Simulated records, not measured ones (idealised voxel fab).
This is a process module. Its name is voxel capacitor over wiring.
190 nm wide, 5 nm square cells: that's cross-section cut.
Reading order for cross-sections: top band down to bottom band. Underlying form: a grid of square cells. Band size: one or more rows of cells.
This entry defines a band. It first specifies the height of the band's top and the height of its bottom in nm, and then specifies the band's materials from left to right, stating each material with its width in nm. The word "throughout" identifies a single material that fills the band from edge to edge, while the word "air" identifies empty space.
A quick word on heights: they are counted from 0, and under that level the wafer as it came to us is one material throughout. The lowest band is different from the rest in having no bottom; it simply continues downward, written as in "0..down".
Per-row width for "30->40": begins at first number (top row of band), ends at second number (bottom row), increment between rows held constant.
Key: "nothing was modified" - step with no changed cell in the cross-section.
Each empty space that has no open way to the top and spans at least 8 cells appears under "Enclosed voids" as width x height at distance, the distance counted from the left edge, all in nm.
Where a step's line continues beyond its settings, the continuation is a remark by the simulator itself on that step.
overlay nm: right-of-plan distance of the mask on a masked step; negative values mean left-of-plan.
Pairs, read this way: before one process step on the one hand, after it on the other, the after cross-section ending at the lowest band that changed; the step between, settings included, beneath. Same starting wafer throughout, but possibly different runs of this module, so no pair continues from the pair above unless its entry headed "Pre-process state" says so.

Pre-process state:
- 85..75 | 65 nm SiO2  15 nm air  110 nm SiO2
- 75..65 | 55 nm SiO2  55 nm TiN  80 nm SiO2
- 65..60 | 55 nm SiO2  55 nm SiN  80 nm SiO2
- 60..55 | 50 nm SiO2  65 nm TiN  75 nm SiO2
- 55..50 | 50 nm Ru  5 nm TiN  15 nm lowk  5 nm TiN  115 nm Ru
- 50..45 | 55 nm TiN  15 nm lowk  120 nm TiN
- 45..40 | SiCN throughout
- 40..15 | 40 nm lowk  5 nm TiN  20 nm Cu  5 nm TiN  50 nm lowk  5 nm TiN  20 nm Cu  5 nm TiN  40 nm lowk
- 15..10 | 40 nm SiN  30 nm TiN  50 nm SiN  30 nm TiN  40 nm SiN
- 10..0 | SiO2 throughout
- 0..down | Si throughout
- Enclosed voids: none

Step Outcome:
- 90..85 | 70 nm TiN  5 nm air  115 nm TiN
- 85..80 | 65 nm SiO2  5 nm TiN  5 nm air  5 nm TiN  110 nm SiO2
- 80..75 | 65 nm SiO2  15 nm TiN  110 nm SiO2
- Below 75, the layers are the same as they were.
- Enclosed voids: none
What process step lies between the two cross-sections above? op CONFORMAL_DEP | material TiN | thk nm 5

Pre-process state: it's just the after picture from the pair right above this one.

Step Outcome:
- 100..90 | Ru throughout
- 90..85 | 70 nm TiN  5 nm Ru  115 nm TiN
- 85..80 | 65 nm SiO2  5 nm TiN  5 nm Ru  5 nm TiN  110 nm SiO2
- Below 80, the layers are the same as they were.
- Enclosed voids: none
What process step lies between the two cross-sections above? op FILL_DEP | material Ru | thk nm 10

Pre-process state: it's just the after picture from the pair right above this one.

Step Outcome:
- 85..80 | 65 nm SiO2  5 nm TiN  5 nm Ru  5 nm TiN  110 nm SiO2
- Below 80, the layers are the same as they were.
- Enclosed voids: none
What process step lies between the two cross-sections above? op CMP | height nm 85

Pre-process state: it's just the after picture from the pair right above this one.

Step Outcome:
- 90..85 | SiN throughout
- Below 85, the layers are the same as they were.
- Enclosed voids: none
What process step lies between the two cross-sections above? op CONFORMAL_DEP | material SiN | thk nm 5
